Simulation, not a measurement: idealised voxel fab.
The following process module bears the name voxel spacer lines.
Section cut is 200 nm wide and gridded with 5 nm square cells.
Format of a cross-section: grid, square cells. Given as bands. Order: top down. Band: one or more rows of cells. Band: top height; bottom height; in nm. Then, left to right: material with width in nm, for each material. "throughout": a single material spanning edge to edge. "air": empty space. Below 0: as-received wafer, all one material; heights counted from there. Lowest band: no bottom, goes on down, written "0..down". You'd read "30..40" like this: the band's top row of cells is as wide as the first number, its bottom row is as wide as the second, and going down, every row changes width by the same amount as the row before did. "no alterations made", as given for a step, is the statement that not any cell of the cross-section underwent a change during that step. Each empty space that has no open way to the top and spans at least 8 cells appears under "Listed closed voids" as width x height at distance, the distance counted from the left edge, all in nm. Post-settings text on a step line: simulator's own remark regarding the step. On any step carrying a mask, the "overlay nm" setting, if present on the step's line, tells how far right of its planned place the mask lay; negative values point to the left.
**The planned process steps are enumerated hereunder**
step 1: RECEIVE, material Si
step 2: CONFORMAL_DEP, material Al2O3, thk nm 5
step 3: DIRECTIONAL_DEP, material TiN, thk nm 15
step 4: DIRECTIONAL_DEP, material aC, thk nm 25
step 5: PATTERN, tone cover, mask id MANDREL, material resist, width nm 20, pitch nm 60, thk nm 35, overlay nm 0
step 6: DIRECTIONAL_ETCH, etch materials aC, depth nm 25
step 7: STRIP, etch materials resist
step 8: CONFORMAL_DEP, material SiO2, thk nm 10
step 9: DIRECTIONAL_ETCH, etch materials SiO2, depth nm 10
step 10: STRIP, etch materials aC
step 11: DIRECTIONAL_ETCH, etch materials TiN, depth nm 15
step 12: STRIP, etch materials SiO2
step 13: FILL_DEP, material lowk, thk nm 5
step 14: CMP, height nm 20
**first wafer, as planned**
**Wafer at receipt (post step 1), cross-section**
* 0..down = Si throughout
* Listed closed voids: none
**After step 2, in cross-section**
* 5..0 = Al2O3 throughout
* Beneath the level 0, the cross-section is identical to its previous state.
**After step 3, in cross-section**
* 20..5 = TiN throughout
* Beneath the level 5, the cross-section is identical to its previous state.
**After step 4, in cross-section**
* 45..20 = aC throughout
* Beneath the level 20, the cross-section is identical to its previous state.
**After step 5, in cross-section**
* 80..45 = air=60, then resist=20, then air=40, then resist=20, then air=60
* Beneath the level 45, the cross-section is identical to its previous state.
**After step 6, in cross-section**
* 55..45 = air=60, then resist=20, then air=40, then resist=20, then air=60
* 45..20 = air=60, then aC=20, then air=40, then aC=20, then air=60
* Beneath the level 20, the cross-section is identical to its previous state.
**After step 7, in cross-section**
* 45..20 = air=60, then aC=20, then air=40, then aC=20, then air=60
* Beneath the level 20, the cross-section is identical to its previous state.
**After step 8, in cross-section**
* 55..45 = air=50, then SiO2=40, then air=20, then SiO2=40, then air=50
* 45..30 = air=50, then SiO2=10, then aC=20, then SiO2=10, then air=20, then SiO2=10, then aC=20, then SiO2=10, then air=50
* 30..20 = SiO2=60, then aC=20, then SiO2=40, then aC=20, then SiO2=60
* Beneath the level 20, the cross-section is identical to its previous state.
**After step 9, in cross-section**
* 45..20 = air=50, then SiO2=10, then aC=20, then SiO2=10, then air=20, then SiO2=10, then aC=20, then SiO2=10, then air=50
* Beneath the level 20, the cross-section is identical to its previous state.
**After step 10, in cross-section**
* 45..20 = air=50, then SiO2=10, then air=20, then SiO2=10, then air=20, then SiO2=10, then air=20, then SiO2=10, then air=50
* Beneath the level 20, the cross-section is identical to its previous state.
**After step 11, in cross-section**
* 45..20 = air=50, then SiO2=10, then air=20, then SiO2=10, then air=20, then SiO2=10, then air=20, then SiO2=10, then air=50
* 20..5 = air=50, then TiN=10, then air=20, then TiN=10, then air=20, then TiN=10, then air=20, then TiN=10, then air=50
* Beneath the level 5, the cross-section is identical to its previous state.
**After step 12, in cross-section**
* 20..5 = air=50, then TiN=10, then air=20, then TiN=10, then air=20, then TiN=10, then air=20, then TiN=10, then air=50
* Beneath the level 5, the cross-section is identical to its previous state.
**After step 13, in cross-section**
* 25..20 = lowk throughout
* 20..5 = lowk=50, then TiN=10, then lowk=20, then TiN=10, then lowk=20, then TiN=10, then lowk=20, then TiN=10, then lowk=50
* Beneath the level 5, the cross-section is identical to its previous state.
**After step 14, in cross-section**
* 20..5 = lowk=50, then TiN=10, then lowk=20, then TiN=10, then lowk=20, then TiN=10, then lowk=20, then TiN=10, then lowk=50
* Beneath the level 5, the cross-section is identical to its previous state.
**Second wafer. Start and plan as for the first. One mistake made in running. Agrees with the first up to and including step 1**
**The second wafer in cross-section, at the planned close of step 2**
* 15..0 = TiN throughout
* Beneath the level 0, the cross-section is identical to its previous state.
**The second wafer in cross-section, at the planned close of step 3**
* 20..15 = Al2O3 throughout
* Beneath the level 15, the cross-section is identical to its previous state.
**The second wafer in cross-section, at the planned close of step 4**
* 45..20 = aC throughout
* Beneath the level 20, the cross-section is identical to its previous state.
**The second wafer in cross-section, at the planned close of step 5**
* 80..45 = air=60, then resist=20, then air=40, then resist=20, then air=60
* Beneath the level 45, the cross-section is identical to its previous state.
**The second wafer in cross-section, at the planned close of step 6**
* 55..45 = air=60, then resist=20, then air=40, then resist=20, then air=60
* 45..20 = air=60, then aC=20, then air=40, then aC=20, then air=60
* Beneath the level 20, the cross-section is identical to its previous state.
**The second wafer in cross-section, at the planned close of step 7**
* 45..20 = air=60, then aC=20, then air=40, then aC=20, then air=60
* Beneath the level 20, the cross-section is identical to its previous state.
**The second wafer in cross-section, at the planned close of step 8**
* 55..45 = air=50, then SiO2=40, then air=20, then SiO2=40, then air=50
* 45..30 = air=50, then SiO2=10, then aC=20, then SiO2=10, then air=20, then SiO2=10, then aC=20, then SiO2=10, then air=50
* 30..20 = SiO2=60, then aC=20, then SiO2=40, then aC=20, then SiO2=60
* Beneath the level 20, the cross-section is identical to its previous state.
**The second wafer in cross-section, at the planned close of step 9**
* 45..20 = air=50, then SiO2=10, then aC=20, then SiO2=10, then air=20, then SiO2=10, then aC=20, then SiO2=10, then air=50
* Beneath the level 20, the cross-section is identical to its previous state.
**The second wafer in cross-section, at the planned close of step 10**
* 45..20 = air=50, then SiO2=10, then air=20, then SiO2=10, then air=20, then SiO2=10, then air=20, then SiO2=10, then air=50
* Beneath the level 20, the cross-section is identical to its previous state.
The second wafer in cross-section, at the planned close of step 11: no alterations made
**The second wafer in cross-section, at the planned close of step 12**
* 20..15 = Al2O3 throughout
* Beneath the level 15, the cross-section is identical to its previous state.
**The second wafer in cross-section, at the planned close of step 13**
* 25..20 = lowk throughout
* Beneath the level 20, the cross-section is identical to its previous state.
**The second wafer in cross-section, at the planned close of step 14**
* 20..15 = Al2O3 throughout
* Beneath the level 15, the cross-section is identical to its previous state.
Run error: steps 2 and 3 traded places in the executed sequence
Counted in cells at the end, the second wafer holds more or fewer of these materials than the first: TiN +96; lowk -96
